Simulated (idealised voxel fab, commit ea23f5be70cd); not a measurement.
Name of the process module below: voxel quadruple lines
This is section cut - it's 185 nm across, gridded in 5 nm square cells.
Cross-section format: a grid of square cells, given as bands from top to bottom; each band is one or more rows of cells. A band entry consists of two parts. The first gives the height of the band's top and the height of its bottom, in nm. The rest lists the band's materials from left to right, each with its width in nm. A single material labelled with the word "full width" fills the band from edge to edge, and the word "blank" marks empty space. Height datum 0, below which the as-received substrate wafer is one material. Lowest band open at the bottom, running downward: "0 and below". Top row gets the first number, bottom row gets the second, and each row in between changes by the same step: that is how a band width like "30..40" works. Step marked "changes: none"? Then no cell in the cross-section changed in it. The entry "Internal closed voids" lists the empty spaces that cover at least 8 cells and have no open path to the top. Each is written as width x height at distance, where the distance is measured from the left edge and all three values are in nm. Post-settings text on a step line: simulator's own remark regarding the step. overlay nm: right-of-plan distance of the mask on a masked step; negative values mean left-of-plan.
[Planned process steps]
1) RECEIVE, material Si
2) CONFORMAL_DEP, material Al2O3, thk nm 10
3) DIRECTIONAL_DEP, material Ru, thk nm 10
4) DIRECTIONAL_DEP, material polySi, thk nm 20
5) DIRECTIONAL_DEP, material aC, thk nm 20
6) PATTERN, tone cover, mask id MANDREL, material resist, width nm 25, pitch nm 80, thk nm 30, overlay nm 0
7) DIRECTIONAL_ETCH, etch materials aC, depth nm 20
8) STRIP, etch materials resist
9) CONFORMAL_DEP, material SiO2, thk nm 5
10) DIRECTIONAL_ETCH, etch materials SiO2, depth nm 15
11) STRIP, etch materials aC
12) DIRECTIONAL_ETCH, etch materials polySi, depth nm 20
13) STRIP, etch materials SiO2
14) CONFORMAL_DEP, material SiN, thk nm 5
15) DIRECTIONAL_ETCH, etch materials SiN, depth nm 5
16) STRIP, etch materials polySi
17) DIRECTIONAL_ETCH, etch materials Ru, depth nm 10
18) STRIP, etch materials SiN
What sets these wafers apart? The thk nm at step 9. They all start alike, and the plan carries the first wafer's value.
[So this is the first of several wafers, cross-sectioned as it came to us, meaning it's at the end of step 1]
- 0 and below | Si full width
- Internal closed voids: none
[Each row below is a wafer at the end of the module, listing for every material the number of cells it has gained (+) or lost (-) since it was received, followed by its closed voids]
thk nm 5; +74 Al2O3; +16 Ru; Internal closed voids: none
thk nm 10; +74 Al2O3; +16 Ru; Internal closed voids: none
thk nm 15; +74 Al2O3; +16 Ru; Internal closed voids: none
thk nm 20; +74 Al2O3; Internal closed voids: none
thk nm 25; +74 Al2O3; Internal closed voids: none
thk nm 30; +74 Al2O3; Internal closed voids: none
